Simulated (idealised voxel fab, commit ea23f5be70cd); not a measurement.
You're looking at the process module voxel self aligned vias.
The cross-section shown here is cut; it is 195 nm wide and divided into square cells measuring 5 nm on a side.
Cross-section = grid of square cells, listed top down in bands; band = one or more rows.
The entry gives the band's vertical extent as a top height and a bottom height in nm, then its horizontal make-up as materials from left to right, each with a width in nm. "blank" stands for empty space; a single material marked "full width" fills the band edge to edge.
Heights are expressed relative to 0, this being the level below which the as-received wafer comprises one material exclusively. The lowest band is unbounded in the downward direction and is denoted as in "top 0, no bottom".
The two numbers in a width such as "30 to 40" mark its ends across the band: the first belongs to the top row of cells, the second to the bottom row, and from each row to the next the width moves by the same amount.
The designation "no modification", where it is given for a processing step, indicates that no cell of the cross-section was altered in the course of that step.
Closed empty spaces (no open way to the top) of 8 cells or more are what "Closed cavity list" lists, each as width x height at distance from the left edge, nm for all three.
On a step's line, text after the settings is the simulator commenting on that step.
"overlay nm" on a masked step: distance the mask lay right of its planned place, negative for left.

SO HERE'S THE LINEUP OF PROCESS STEPS WE PLANNED
1: RECEIVE with material Si
2: CONFORMAL_DEP with material SiO2, thk nm 10
3: CONFORMAL_DEP with material SiCN, thk nm 5
4: DIRECTIONAL_DEP with material lowk, thk nm 25
5: PATTERN with tone open, mask id LINES, material resist, width nm 25, pitch nm 65, thk nm 15, overlay nm 0
6: DIRECTIONAL_ETCH with etch materials lowk, depth nm 25
7: STRIP with etch materials resist
8: CONFORMAL_DEP with material TiN, thk nm 5
9: FILL_DEP with material W, thk nm 5
10: CMP with height nm 40
11: SELECTIVE_ETCH with etch materials W Ru TiN, depth nm 5
12: FILL_DEP with material SiN, thk nm 5
13: CMP with height nm 40
14: DIRECTIONAL_DEP with material lowk, thk nm 20
15: PATTERN with tone open, mask id VIAS, material resist, width nm 35, pitch nm 65, thk nm 15, overlay nm 0
16: DIRECTIONAL_ETCH with etch materials lowk, depth nm 20
17: DIRECTIONAL_ETCH with etch materials SiN, depth nm 5
18: STRIP with etch materials resist
19: CONFORMAL_DEP with material TiN, thk nm 5
20: FILL_DEP with material Ru, thk nm 10
21: CMP with height nm 60
22: CONFORMAL_DEP with material SiCN, thk nm 5

CROSS-SECTIONAL VIEW OF THE WAFER IN ITS AS-RECEIVED CONDITION, CORRESPONDING TO THE STATE AFTER STEP 1
> top 0, no bottom  Si full width
> Closed cavity list: none

END-OF-MODULE CROSS-SECTION. STARTING STRUCTURE AND PROCESS PLAN AS ABOVE; ONE MISTAKE MADE IN RUNNING IT
> top 65, bottom 60  SiCN full width
> top 60, bottom 40  45 of lowk  5 of TiN  25 of Ru  5 of TiN  30 of lowk  5 of TiN  25 of Ru  5 of TiN  50 of lowk
> top 40, bottom 35  45 of SiN  35 of TiN  30 of SiN  35 of TiN  50 of SiN
> top 35, bottom 30  50 of lowk  25 of SiN  40 of lowk  25 of SiN  55 of lowk
> top 30, bottom 20  50 of lowk  5 of TiN  15 of W  5 of TiN  40 of lowk  5 of TiN  15 of W  5 of TiN  55 of lowk
> top 20, bottom 15  50 of lowk  25 of TiN  40 of lowk  25 of TiN  55 of lowk
> top 15, bottom 10  SiCN full width
> top 10, bottom 0  SiO2 full width
> top 0, no bottom  Si full width
> Closed cavity list: none
Plan not followed: not per plan at step 10, really ran CMP with height nm 35
